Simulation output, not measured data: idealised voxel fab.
process module | voxel ribs on slabs
cross-section cut | 280 nm wide | cells 5 nm
A cross-section is a grid of square cells, given in bands from the top down. A band is one or more rows of cells.
Each band's line starts with the height of the band's top and of its bottom, in nm. Then come its materials from left to right, each with its width in nm. One material with "throughout" fills the band from edge to edge. "air" is empty space.
Height 0 is the level under which the wafer as received is all one material. The lowest band goes on downwards, as in "0 down".
A width such as "30 to 40" changes by the same amount from each row of cells to the next, from the band's top row to its bottom row.
"no change" after a step means that no cell of the cross-section changed.
closed voids: empty space of 8 cells or more with no open way to the top, each as width x height at its distance from the left edge, in nm
after a step's settings: what the simulator itself notes on the step
overlay nm, on a step with a mask: how far to the right of its planned place the mask lay; to the left if negative
plan
1 op RECEIVE | material Si
2 op DIRECTIONAL_DEP | material SiO2 | thk nm 25
3 op DIRECTIONAL_DEP | material SiN | thk nm 25
4 op DIRECTIONAL_DEP | material aC | thk nm 15
5 op PATTERN | tone cover | mask id RIB | material resist | width nm 30 | thk nm 35 | overlay nm 0
6 op DIRECTIONAL_ETCH | etch materials aC | depth nm 15
7 op STRIP | etch materials resist
8 op DIRECTIONAL_ETCH | etch materials SiN | depth nm 10
9 op STRIP | etch materials aC
10 op DIRECTIONAL_DEP | material aC | thk nm 10
11 op PATTERN | tone cover | mask id SLAB | material resist | width nm 90 | thk nm 25 | overlay nm 0
12 op DIRECTIONAL_ETCH | etch materials aC | depth nm 10
13 op STRIP | etch materials resist
14 op DIRECTIONAL_ETCH | etch materials SiN | depth nm 15
15 op STRIP | etch materials aC
16 op FILL_DEP | material SiO2 | thk nm 25
17 op CMP | height nm 65
18 op DIRECTIONAL_DEP | material TiN | thk nm 5
19 op DIRECTIONAL_DEP | material aC | thk nm 15
20 op PATTERN | tone cover | mask id HEATER | material resist | width nm 40 | thk nm 35 | overlay nm 0
21 op DIRECTIONAL_ETCH | etch materials aC | depth nm 15
22 op STRIP | etch materials resist
23 op DIRECTIONAL_ETCH | etch materials TiN | depth nm 5
24 op STRIP | etch materials aC
25 op CONFORMAL_DEP | material SiO2 | thk nm 10
as received, after step 1
  0 down: Si throughout
  closed voids: none
first wafer at the end, as planned
  80 to 75: air 110 | SiO2 60 | air 110
  75 to 70: SiO2 throughout
  70 to 65: SiO2 120 | TiN 40 | SiO2 120
  65 to 50: SiO2 throughout
  50 to 40: SiO2 125 | SiN 30 | SiO2 125
  40 to 25: SiO2 95 | SiN 90 | SiO2 95
  25 to 0: SiO2 throughout
  0 down: Si throughout
  closed voids: none
second wafer at the end: like start, like plan, one mistake
  80 to 75: air 110 | SiO2 60 | air 110
  75 to 70: SiO2 throughout
  70 to 65: SiO2 120 | TiN 40 | SiO2 120
  65 to 55: SiO2 throughout
  55 to 40: SiO2 95 | SiN 90 | SiO2 95
  40 to 25: SiN throughout
  25 to 0: SiO2 throughout
  0 down: Si throughout
  closed voids: none
what went wrong: step 4 ran as: op DIRECTIONAL_DEP | material SiN | thk nm 15
at the end the second wafer has, in cells: 156 more of SiN | 156 fewer of SiO2
